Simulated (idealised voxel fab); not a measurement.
Process module under the name voxel spacer lines
Cross-section cut spans 215 nm and uses square cells 5 nm in size.
Cross-section layout: square cells on a grid; listed as bands, top to bottom; a band spans one or more cell rows.
The entry gives the band's vertical extent as a top height and a bottom height in nm, then its horizontal make-up as materials from left to right, each with a width in nm. "empty" stands for empty space; a single material marked "edge to edge" fills the band edge to edge.
Basically, 0 is our baseline, since under it the wafer straight out of the box is all one material. The bottom band has no lower end and keeps on going down, so it looks like "0 down".
The two numbers in a width such as "30->40" mark its ends across the band: the first belongs to the top row of cells, the second to the bottom row, and from each row to the next the width moves by the same amount.
"identical to before" means the step left every cell of the cross-section as it was.
"Closed cavities": sealed empty spaces, 8 cells or more, no open way to top, listed width x height at distance, with distance from the left edge and width, height and distance in nm.
Text after the settings on a step's line: the simulator's own remark on that step.
What "overlay nm" on a step's line means: if the step has a mask, that mask lay this far to the right of its planned place, or, when the value is negative, to the left.
The planned process steps are enumerated hereunder:
| 1 | RECEIVE | material Si |
| 2 | CONFORMAL_DEP | material Al2O3 | thk nm 10 |
| 3 | DIRECTIONAL_DEP | material SiN | thk nm 15 |
| 4 | DIRECTIONAL_DEP | material aC | thk nm 30 |
| 5 | PATTERN | tone cover | mask id MANDREL | material resist | width nm 15 | pitch nm 60 | thk nm 40 | overlay nm 0 |
| 6 | DIRECTIONAL_ETCH | etch materials aC | depth nm 30 |
| 7 | STRIP | etch materials resist |
| 8 | CONFORMAL_DEP | material SiO2 | thk nm 15 |
| 9 | DIRECTIONAL_ETCH | etch materials SiO2 | depth nm 15 |
| 10 | STRIP | etch materials aC |
| 11 | DIRECTIONAL_ETCH | etch materials SiN | depth nm 15 |
| 12 | STRIP | etch materials SiO2 |
Incoming wafer, cross-sectional view, post step 1:
0 down | Si edge to edge
Closed cavities: none
Cross-section: first of two wafers, module finished, run according to plan:
25 to 10 | empty=55  SiN=15  empty=15  SiN=15  empty=15  SiN=15  empty=15  SiN=15  empty=55
10 to 0 | Al2O3 edge to edge
0 down | Si edge to edge
Closed cavities: none
Cross-section of the latter of the two wafers at module completion. It had an identical start and an identical plan to the former; in running it, one mistake was made:
40 to 25 | empty=55  SiN=15  empty=15  SiN=15  empty=15  SiN=15  empty=15  SiN=15  empty=55
25 to 10 | SiN edge to edge
10 to 0 | Al2O3 edge to edge
0 down | Si edge to edge
Closed cavities: none
What was the processing mistake? heads up, step 3 of the plan got done twice
At the finish, the second wafer shows more or fewer cells for some materials than the first does: 129 more of SiN
